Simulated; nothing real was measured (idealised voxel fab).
process module | voxel plated lines
cross-section cut | 295 nm wide | cells 5 nm
A cross-section is a grid of square cells, given in bands from the top down. A band is one or more rows of cells.
Each band's line starts with the height of the band's top and of its bottom, in nm. Then come its materials from left to right, each with its width in nm. One material with "throughout" fills the band from edge to edge. "air" is empty space.
Height 0 is the level under which the wafer as received is all one material. The lowest band goes on downwards, as in "0 down".
A width such as "30 to 40" changes by the same amount from each row of cells to the next, from the band's top row to its bottom row.
"no change" after a step means that no cell of the cross-section changed.
closed voids: empty space of 8 cells or more with no open way to the top, each as width x height at its distance from the left edge, in nm
after a step's settings: what the simulator itself notes on the step
overlay nm, on a step with a mask: how far to the right of its planned place the mask lay; to the left if negative
plan
1 op RECEIVE | material Si
2 op CONFORMAL_DEP | material Al2O3 | thk nm 15
3 op DIRECTIONAL_DEP | material TiN | thk nm 5
4 op PATTERN | tone open | mask id LINES | material resist | width nm 30 | pitch nm 55 | thk nm 20 | overlay nm 0
5 op EPI | material Ru | thk nm 5
6 op STRIP | etch materials resist
7 op DIRECTIONAL_ETCH | etch materials TiN | depth nm 5
8 op CONFORMAL_DEP | material SiN | thk nm 10
as received, after step 1
  0 down: Si throughout
  closed voids: none
first wafer at the end, as planned
  35 to 25: air 95 | SiN 50 | air 5 | SiN 50 | air 95
  25 to 20: SiN 105 | Ru 30 | SiN 25 | Ru 30 | SiN 105
  20 to 15: SiN 105 | TiN 30 | SiN 25 | TiN 30 | SiN 105
  15 to 0: Al2O3 throughout
  0 down: Si throughout
  closed voids: none
second wafer at the end: like start, like plan, one mistake
  30 to 15: SiN throughout
  15 to 0: Al2O3 throughout
  0 down: Si throughout
  closed voids: none
what went wrong: step 3 ran as: op DIRECTIONAL_DEP | material SiN | thk nm 5
at the end the second wafer has, in cells: 12 fewer of Ru | 43 more of SiN | 12 fewer of TiN
